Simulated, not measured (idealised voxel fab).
Process module heading - voxel self aligned vias
Cross-sectional view cut (width: 295 nm; square cell size: 5 nm).
We lay out every cross-section as a grid of square cells and spell it out in bands from the top down, where one band means one or more rows of cells.
Band: top and bottom heights (nm) first, top before bottom; then materials from left to right, widths in nm. "edge to edge" marks a sole material filling the band edge to edge. "air" denotes empty space.
Beneath 0, the wafer as received is one material, and that level is where height counting begins. The lowest band goes on downward without a bottom; it is written like "0 nm and below".
Width: "30->40" (first number = top row, second number = bottom row, same change from row to row of cells).
Any step labelled "changes: none" changed none of the cells in the cross-section.
For the entry "Sealed-off cavities", the listed items are empty spaces with no open way to the top whose size is 8 cells or more; each item follows the pattern width x height at distance, where distance is from the left edge and all three are in nm.
What comes after the settings on a step's line is commentary from the simulator itself on that step.
overlay nm, on a step with a mask: how far to the right of its planned place the mask lay; to the left if negative
Set out below are the planned steps of the process:
1. RECEIVE with material Si
2. CONFORMAL_DEP with material SiO2, thk nm 10
3. CONFORMAL_DEP with material SiCN, thk nm 5
4. DIRECTIONAL_DEP with material lowk, thk nm 30
5. DIRECTIONAL_DEP with material aC, thk nm 10
6. PATTERN with tone open, mask id LINES, material resist, width nm 20, pitch nm 55, thk nm 25, overlay nm 0
7. DIRECTIONAL_ETCH with etch materials aC, depth nm 10
8. STRIP with etch materials resist
9. DIRECTIONAL_ETCH with etch materials lowk, depth nm 30
10. STRIP with etch materials aC
11. CONFORMAL_DEP with material TiN, thk nm 5
12. FILL_DEP with material Ru, thk nm 5
13. CMP with height nm 45
14. SELECTIVE_ETCH with etch materials W Ru TiN, depth nm 5
15. FILL_DEP with material SiN, thk nm 5
16. CMP with height nm 45
17. DIRECTIONAL_DEP with material lowk, thk nm 15
18. DIRECTIONAL_DEP with material aC, thk nm 15
19. PATTERN with tone open, mask id VIAS, material resist, width nm 30, thk nm 30, overlay nm 0
20. DIRECTIONAL_ETCH with etch materials aC, depth nm 15
21. STRIP with etch materials resist
22. DIRECTIONAL_ETCH with etch materials lowk, depth nm 15
23. DIRECTIONAL_ETCH with etch materials SiN, depth nm 5
24. STRIP with etch materials aC
25. CONFORMAL_DEP with material TiN, thk nm 5
26. FILL_DEP with material Cu, thk nm 5
27. CMP with height nm 60
28. CONFORMAL_DEP with material SiN, thk nm 5
Wafer cross-section on receipt, i.e. after step 1:
0 nm and below: Si edge to edge
Sealed-off cavities: none
End state of the module in cross-section, given the above starting point and plan and one mistake in execution:
65 nm to 60 nm: SiN edge to edge
60 nm to 45 nm: lowk: 105 / TiN: 5 / Cu: 20 / TiN: 5 / lowk: 160
45 nm to 40 nm: SiN: 105 / TiN: 30 / SiN: 160
40 nm to 35 nm: lowk: 110 / SiN: 20 / lowk: 35 / SiN: 20 / lowk: 110
35 nm to 20 nm: lowk: 110 / TiN: 5 / Ru: 10 / TiN: 5 / lowk: 35 / TiN: 5 / Ru: 10 / TiN: 5 / lowk: 110
20 nm to 15 nm: lowk: 110 / TiN: 20 / lowk: 35 / TiN: 20 / lowk: 110
15 nm to 10 nm: SiCN edge to edge
10 nm to 0 nm: SiO2 edge to edge
0 nm and below: Si edge to edge
Sealed-off cavities: none
Run error: it should be noted that step 13 was executed with settings other than those planned, the operation and settings actually applied being CMP with height nm 40
